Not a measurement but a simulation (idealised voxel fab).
Module name: voxel trench capacitor (process module)
The cross-section shown here is cut; it is 225 nm wide and divided into square cells measuring 5 nm on a side.
Reading order for cross-sections: top band down to bottom band. Underlying form: a grid of square cells. Band size: one or more rows of cells.
Band entry format. Leading values: height of top, height of bottom, nm. Remainder: materials in left-to-right order, each with its width in nm. Special words: "full width" on a single material, which then fills the band edge to edge; "blank", empty space.
Heights from 0 (as-received wafer is one material below). Bottom band endless downward, as "0..down".
Read "30..40" as a graded width: first number on top, second number at the bottom, same change between each pair of neighbouring rows.
Step note "everything unchanged" = no cross-section cell changed.
Empty spaces without an open route to the top, at least 8 cells in extent, make up the entry "Enclosed void list"; each is given as width x height at distance, where the distance is measured from the left edge, and all are in nm.
If you see something after the settings on a step's line, that's the simulator's own remark about that step.
overlay nm: on a step with a mask, how far right of its planned place the mask lay; negative means left.
**Steps in the process plan**
1. op RECEIVE | material Si
2. op CONFORMAL_DEP | material SiN | thk nm 10
3. op MASKED_ETCH | tone open | mask id TRENCH | width nm 15 | pitch nm 35 | etch materials SiN | depth nm 10 | overlay nm 0
4. op MASKED_ETCH | tone open | mask id TRENCH | width nm 15 | pitch nm 35 | etch materials Si | depth nm 40 | overlay nm -15
5. op CONFORMAL_DEP | material Al2O3 | thk nm 5
6. op FILL_DEP | material polySi | thk nm 10
7. op CMP | height nm 10
It is noted that the wafers described herein are identical at the outset and are distinguished by the overlay nm of step 4; the value stated in the plan corresponds to the first wafer.
**Incoming state of the first of several wafers in cross-section: after step 1**
  0..down: Si full width
  Enclosed void list: none
**Per-wafer rows below. For each material: cells gained (+) or lost (-) since the wafer was received, as of end of module. Then: closed voids**
overlay nm -15; +15 Al2O3; +72 SiN; +3 polySi; Enclosed void list: none
overlay nm -10; +39 Al2O3; -24 Si; +72 SiN; +3 polySi; Enclosed void list: none
overlay nm -5; +63 Al2O3; -48 Si; +72 SiN; +3 polySi; Enclosed void list: none
overlay nm 0; +63 Al2O3; -72 Si; +72 SiN; +27 polySi; Enclosed void list: none
overlay nm 5; +63 Al2O3; -48 Si; +72 SiN; +3 polySi; Enclosed void list: none
overlay nm 10; +39 Al2O3; -24 Si; +72 SiN; +3 polySi; Enclosed void list: none
overlay nm 15; +15 Al2O3; +72 SiN; +3 polySi; Enclosed void list: none
